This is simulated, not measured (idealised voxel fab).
Process module under the name voxel capacitor over wiring
The cross-section shown here is cut; it is 200 nm wide and divided into square cells measuring 5 nm on a side.
Cross-section, as written here: a square-cell grid given band by band from the top down, where a band holds one or more rows of cells.
Heads up on the band format: heights come first, top then bottom, in nm. After that it's the materials left to right, each with its width in nm. A single material flagged "all across" fills the whole band edge to edge, and "blank" means there's empty space there.
Measure heights from 0. That's the level where, below it, the as-received wafer is all one material. The lowest band is bottomless and extends downward; write it as in "0 nm and below".
A width given as "30..40" starts at the first number in the band's top row and ends at the second number in its bottom row, shifting by an equal amount at every step from row to row.
"nothing different" -> step changed no cross-section cell.
Under "Enclosed void entries" you'll find the enclosed gaps, the ones with no way out to the top, that are 8 cells or bigger; each reads width x height at distance, with distance counted from the left edge, everything in nm.
Heads up: the bit after the settings on a step's line is the simulator's remark on that step.
For masked steps, "overlay nm" on the step line gives how far right of plan the mask actually lay; a minus sign means it lay to the left.
# plan
1: RECEIVE,material Si
2: CONFORMAL_DEP,material SiO2,thk nm 10
3: CONFORMAL_DEP,material SiCN,thk nm 5
4: DIRECTIONAL_DEP,material SiO2,thk nm 15
5: MASKED_ETCH,tone open,mask id METAL_1,width nm 20,pitch nm 70,etch materials SiO2,depth nm 15,overlay nm 0
6: MASKED_ETCH,tone open,mask id METAL_1,width nm 20,pitch nm 70,etch materials SiCN,depth nm 5,overlay nm 0
7: CONFORMAL_DEP,material TiN,thk nm 5
8: FILL_DEP,material W,thk nm 10
9: CMP,height nm 30
10: CONFORMAL_DEP,material SiCN,thk nm 5
11: DIRECTIONAL_DEP,material lowk,thk nm 20
12: PATTERN,tone open,mask id PLUG_1,material resist,width nm 15,thk nm 20,overlay nm 0
13: DIRECTIONAL_ETCH,etch materials lowk,depth nm 20
14: DIRECTIONAL_ETCH,etch materials SiCN,depth nm 5
15: STRIP,etch materials resist
16: CONFORMAL_DEP,material TiN,thk nm 5
17: FILL_DEP,material Cu,thk nm 10
18: CMP,height nm 55
19: DIRECTIONAL_DEP,material TiN,thk nm 5
20: DIRECTIONAL_DEP,material Al2O3,thk nm 5
21: DIRECTIONAL_DEP,material TiN,thk nm 10
22: MASKED_ETCH,tone cover,mask id UPPER_PLATE,width nm 55,etch materials TiN,depth nm 10,overlay nm 0
23: MASKED_ETCH,tone cover,mask id UPPER_PLATE,width nm 55,etch materials Al2O3,depth nm 5,overlay nm 0
24: MASKED_ETCH,tone cover,mask id LOWER_PLATE,width nm 65,etch materials TiN,depth nm 5,overlay nm 0
25: FILL_DEP,material SiO2,thk nm 15
26: CMP,height nm 85
27: MASKED_ETCH,tone open,mask id PLUG_2,width nm 15,etch materials SiO2,depth nm 10,overlay nm 0
28: CONFORMAL_DEP,material TiN,thk nm 5
29: FILL_DEP,material Cu,thk nm 10
30: CMP,height nm 85
31: CONFORMAL_DEP,material SiN,thk nm 5
# First wafer, two in total, run as planned
# As-received wafer cross-section (after step 1)
  0 nm and below | Si all across
  Enclosed void entries: none
# Once step 2 is through, the wafer looks like this in cross-section
  10 nm to 0 nm | SiO2 all across
  Everything under 0 stays put, no change at all.
# Once step 3 is through, the wafer looks like this in cross-section
  15 nm to 10 nm | SiCN all across
  Everything under 10 stays put, no change at all.
# Once step 4 is through, the wafer looks like this in cross-section
  30 nm to 15 nm | SiO2 all across
  Everything under 15 stays put, no change at all.
# Once step 5 is through, the wafer looks like this in cross-section
  30 nm to 15 nm | SiO2=55; blank=20; SiO2=50; blank=20; SiO2=55
  Everything under 15 stays put, no change at all.
# Once step 6 is through, the wafer looks like this in cross-section
  30 nm to 15 nm | SiO2=55; blank=20; SiO2=50; blank=20; SiO2=55
  15 nm to 10 nm | SiCN=55; blank=20; SiCN=50; blank=20; SiCN=55
  Everything under 10 stays put, no change at all.
# Once step 7 is through, the wafer looks like this in cross-section
  35 nm to 30 nm | TiN=60; blank=10; TiN=60; blank=10; TiN=60
  30 nm to 15 nm | SiO2=55; TiN=5; blank=10; TiN=5; SiO2=50; TiN=5; blank=10; TiN=5; SiO2=55
  15 nm to 10 nm | SiCN=55; TiN=20; SiCN=50; TiN=20; SiCN=55
  Everything under 10 stays put, no change at all.
# Once step 8 is through, the wafer looks like this in cross-section
  45 nm to 35 nm | W all across
  35 nm to 30 nm | TiN=60; W=10; TiN=60; W=10; TiN=60
  30 nm to 15 nm | SiO2=55; TiN=5; W=10; TiN=5; SiO2=50; TiN=5; W=10; TiN=5; SiO2=55
  Everything under 15 stays put, no change at all.
# Once step 9 is through, the wafer looks like this in cross-section
  30 nm to 15 nm | SiO2=55; TiN=5; W=10; TiN=5; SiO2=50; TiN=5; W=10; TiN=5; SiO2=55
  Everything under 15 stays put, no change at all.
# Once step 10 is through, the wafer looks like this in cross-section
  35 nm to 30 nm | SiCN all across
  Everything under 30 stays put, no change at all.
# Once step 11 is through, the wafer looks like this in cross-section
  55 nm to 35 nm | lowk all across
  Everything under 35 stays put, no change at all.
# Once step 12 is through, the wafer looks like this in cross-section
  75 nm to 55 nm | resist=60; blank=15; resist=125
  Everything under 55 stays put, no change at all.
# Once step 13 is through, the wafer looks like this in cross-section
  75 nm to 55 nm | resist=60; blank=15; resist=125
  55 nm to 35 nm | lowk=60; blank=15; lowk=125
  Everything under 35 stays put, no change at all.
# Once step 14 is through, the wafer looks like this in cross-section
  75 nm to 55 nm | resist=60; blank=15; resist=125
  55 nm to 35 nm | lowk=60; blank=15; lowk=125
  35 nm to 30 nm | SiCN=60; blank=15; SiCN=125
  Everything under 30 stays put, no change at all.
# Once step 15 is through, the wafer looks like this in cross-section
  55 nm to 35 nm | lowk=60; blank=15; lowk=125
  Everything under 35 stays put, no change at all.
# Once step 16 is through, the wafer looks like this in cross-section
  60 nm to 55 nm | TiN=65; blank=5; TiN=130
  55 nm to 35 nm | lowk=60; TiN=5; blank=5; TiN=5; lowk=125
  35 nm to 30 nm | SiCN=60; TiN=15; SiCN=125
  Everything under 30 stays put, no change at all.
# Once step 17 is through, the wafer looks like this in cross-section
  70 nm to 60 nm | Cu all across
  60 nm to 55 nm | TiN=65; Cu=5; TiN=130
  55 nm to 35 nm | lowk=60; TiN=5; Cu=5; TiN=5; lowk=125
  Everything under 35 stays put, no change at all.
# Once step 18 is through, the wafer looks like this in cross-section
  55 nm to 35 nm | lowk=60; TiN=5; Cu=5; TiN=5; lowk=125
  Everything under 35 stays put, no change at all.
# Once step 19 is through, the wafer looks like this in cross-section
  60 nm to 55 nm | TiN all across
  Everything under 55 stays put, no change at all.
# Once step 20 is through, the wafer looks like this in cross-section
  65 nm to 60 nm | Al2O3 all across
  Everything under 60 stays put, no change at all.
# Once step 21 is through, the wafer looks like this in cross-section
  75 nm to 65 nm | TiN all across
  Everything under 65 stays put, no change at all.
# Once step 22 is through, the wafer looks like this in cross-section
  75 nm to 65 nm | blank=60; TiN=55; blank=85
  Everything under 65 stays put, no change at all.
# Once step 23 is through, the wafer looks like this in cross-section
  75 nm to 65 nm | blank=60; TiN=55; blank=85
  65 nm to 60 nm | blank=60; Al2O3=55; blank=85
  Everything under 60 stays put, no change at all.
# Once step 24 is through, the wafer looks like this in cross-section
  75 nm to 65 nm | blank=60; TiN=55; blank=85
  65 nm to 60 nm | blank=60; Al2O3=55; blank=85
  60 nm to 55 nm | blank=55; TiN=65; blank=80
  Everything under 55 stays put, no change at all.
# Once step 25 is through, the wafer looks like this in cross-section
  90 nm to 75 nm | SiO2 all across
  75 nm to 65 nm | SiO2=60; TiN=55; SiO2=85
  65 nm to 60 nm | SiO2=60; Al2O3=55; SiO2=85
  60 nm to 55 nm | SiO2=55; TiN=65; SiO2=80
  Everything under 55 stays put, no change at all.
# Once step 26 is through, the wafer looks like this in cross-section
  85 nm to 75 nm | SiO2 all across
  Everything under 75 stays put, no change at all.
# Once step 27 is through, the wafer looks like this in cross-section
  85 nm to 75 nm | SiO2=70; blank=15; SiO2=115
  Everything under 75 stays put, no change at all.
# Once step 28 is through, the wafer looks like this in cross-section
  90 nm to 85 nm | TiN=75; blank=5; TiN=120
  85 nm to 80 nm | SiO2=70; TiN=5; blank=5; TiN=5; SiO2=115
  80 nm to 75 nm | SiO2=70; TiN=15; SiO2=115
  Everything under 75 stays put, no change at all.
# Once step 29 is through, the wafer looks like this in cross-section
  100 nm to 90 nm | Cu all across
  90 nm to 85 nm | TiN=75; Cu=5; TiN=120
  85 nm to 80 nm | SiO2=70; TiN=5; Cu=5; TiN=5; SiO2=115
  Everything under 80 stays put, no change at all.
# Once step 30 is through, the wafer looks like this in cross-section
  85 nm to 80 nm | SiO2=70; TiN=5; Cu=5; TiN=5; SiO2=115
  Everything under 80 stays put, no change at all.
# Once step 31 is through, the wafer looks like this in cross-section
  90 nm to 85 nm | SiN all across
  Everything under 85 stays put, no change at all.
# Second wafer, same starting conditions and recipe as the first, one mistake in executing it, nothing differs from the first up to and including step 1
Cross-section of the second wafer corresponding to the planned conclusion of step 2: nothing different
# Cross-section of the second wafer corresponding to the planned conclusion of step 3
  5 nm to 0 nm | SiCN all across
  Everything under 0 stays put, no change at all.
# Cross-section of the second wafer corresponding to the planned conclusion of step 4
  20 nm to 5 nm | SiO2 all across
  Everything under 5 stays put, no change at all.
# Cross-section of the second wafer corresponding to the planned conclusion of step 5
  20 nm to 5 nm | SiO2=55; blank=20; SiO2=50; blank=20; SiO2=55
  Everything under 5 stays put, no change at all.
# Cross-section of the second wafer corresponding to the planned conclusion of step 6
  20 nm to 5 nm | SiO2=55; blank=20; SiO2=50; blank=20; SiO2=55
  5 nm to 0 nm | SiCN=55; blank=20; SiCN=50; blank=20; SiCN=55
  Everything under 0 stays put, no change at all.
# Cross-section of the second wafer corresponding to the planned conclusion of step 7
  25 nm to 20 nm | TiN=60; blank=10; TiN=60; blank=10; TiN=60
  20 nm to 5 nm | SiO2=55; TiN=5; blank=10; TiN=5; SiO2=50; TiN=5; blank=10; TiN=5; SiO2=55
  5 nm to 0 nm | SiCN=55; TiN=20; SiCN=50; TiN=20; SiCN=55
  Everything under 0 stays put, no change at all.
# Cross-section of the second wafer corresponding to the planned conclusion of step 8
  35 nm to 25 nm | W all across
  25 nm to 20 nm | TiN=60; W=10; TiN=60; W=10; TiN=60
  20 nm to 5 nm | SiO2=55; TiN=5; W=10; TiN=5; SiO2=50; TiN=5; W=10; TiN=5; SiO2=55
  Everything under 5 stays put, no change at all.
# Cross-section of the second wafer corresponding to the planned conclusion of step 9
  30 nm to 25 nm | W all across
  Everything under 25 stays put, no change at all.
# Cross-section of the second wafer corresponding to the planned conclusion of step 10
  35 nm to 30 nm | SiCN all across
  Everything under 30 stays put, no change at all.
# Cross-section of the second wafer corresponding to the planned conclusion of step 11
  55 nm to 35 nm | lowk all across
  Everything under 35 stays put, no change at all.
# Cross-section of the second wafer corresponding to the planned conclusion of step 12
  75 nm to 55 nm | resist=60; blank=15; resist=125
  Everything under 55 stays put, no change at all.
# Cross-section of the second wafer corresponding to the planned conclusion of step 13
  75 nm to 55 nm | resist=60; blank=15; resist=125
  55 nm to 35 nm | lowk=60; blank=15; lowk=125
  Everything under 35 stays put, no change at all.
# Cross-section of the second wafer corresponding to the planned conclusion of step 14
  75 nm to 55 nm | resist=60; blank=15; resist=125
  55 nm to 35 nm | lowk=60; blank=15; lowk=125
  35 nm to 30 nm | SiCN=60; blank=15; SiCN=125
  Everything under 30 stays put, no change at all.
# Cross-section of the second wafer corresponding to the planned conclusion of step 15
  55 nm to 35 nm | lowk=60; blank=15; lowk=125
  Everything under 35 stays put, no change at all.
# Cross-section of the second wafer corresponding to the planned conclusion of step 16
  60 nm to 55 nm | TiN=65; blank=5; TiN=130
  55 nm to 35 nm | lowk=60; TiN=5; blank=5; TiN=5; lowk=125
  35 nm to 30 nm | SiCN=60; TiN=15; SiCN=125
  Everything under 30 stays put, no change at all.
# Cross-section of the second wafer corresponding to the planned conclusion of step 17
  70 nm to 60 nm | Cu all across
  60 nm to 55 nm | TiN=65; Cu=5; TiN=130
  55 nm to 35 nm | lowk=60; TiN=5; Cu=5; TiN=5; lowk=125
  Everything under 35 stays put, no change at all.
# Cross-section of the second wafer corresponding to the planned conclusion of step 18
  55 nm to 35 nm | lowk=60; TiN=5; Cu=5; TiN=5; lowk=125
  Everything under 35 stays put, no change at all.
# Cross-section of the second wafer corresponding to the planned conclusion of step 19
  60 nm to 55 nm | TiN all across
  Everything under 55 stays put, no change at all.
# Cross-section of the second wafer corresponding to the planned conclusion of step 20
  65 nm to 60 nm | Al2O3 all across
  Everything under 60 stays put, no change at all.
# Cross-section of the second wafer corresponding to the planned conclusion of step 21
  75 nm to 65 nm | TiN all across
  Everything under 65 stays put, no change at all.
# Cross-section of the second wafer corresponding to the planned conclusion of step 22
  75 nm to 65 nm | blank=60; TiN=55; blank=85
  Everything under 65 stays put, no change at all.
# Cross-section of the second wafer corresponding to the planned conclusion of step 23
  75 nm to 65 nm | blank=60; TiN=55; blank=85
  65 nm to 60 nm | blank=60; Al2O3=55; blank=85
  Everything under 60 stays put, no change at all.
# Cross-section of the second wafer corresponding to the planned conclusion of step 24
  75 nm to 65 nm | blank=60; TiN=55; blank=85
  65 nm to 60 nm | blank=60; Al2O3=55; blank=85
  60 nm to 55 nm | blank=55; TiN=65; blank=80
  Everything under 55 stays put, no change at all.
# Cross-section of the second wafer corresponding to the planned conclusion of step 25
  90 nm to 75 nm | SiO2 all across
  75 nm to 65 nm | SiO2=60; TiN=55; SiO2=85
  65 nm to 60 nm | SiO2=60; Al2O3=55; SiO2=85
  60 nm to 55 nm | SiO2=55; TiN=65; SiO2=80
  Everything under 55 stays put, no change at all.
# Cross-section of the second wafer corresponding to the planned conclusion of step 26
  85 nm to 75 nm | SiO2 all across
  Everything under 75 stays put, no change at all.
# Cross-section of the second wafer corresponding to the planned conclusion of step 27
  85 nm to 75 nm | SiO2=70; blank=15; SiO2=115
  Everything under 75 stays put, no change at all.
# Cross-section of the second wafer corresponding to the planned conclusion of step 28
  90 nm to 85 nm | TiN=75; blank=5; TiN=120
  85 nm to 80 nm | SiO2=70; TiN=5; blank=5; TiN=5; SiO2=115
  80 nm to 75 nm | SiO2=70; TiN=15; SiO2=115
  Everything under 75 stays put, no change at all.
# Cross-section of the second wafer corresponding to the planned conclusion of step 29
  100 nm to 90 nm | Cu all across
  90 nm to 85 nm | TiN=75; Cu=5; TiN=120
  85 nm to 80 nm | SiO2=70; TiN=5; Cu=5; TiN=5; SiO2=115
  Everything under 80 stays put, no change at all.
# Cross-section of the second wafer corresponding to the planned conclusion of step 30
  85 nm to 80 nm | SiO2=70; TiN=5; Cu=5; TiN=5; SiO2=115
  Everything under 80 stays put, no change at all.
# Cross-section of the second wafer corresponding to the planned conclusion of step 31
  90 nm to 85 nm | SiN all across
  Everything under 85 stays put, no change at all.
The plan and the run diverged here: with respect to the plan, step 2 was omitted and not executed
Looking at both finished wafers in cells, the second ends up ahead of or behind the first on some materials: 80 fewer of SiO2, 36 more of TiN, 44 more of W
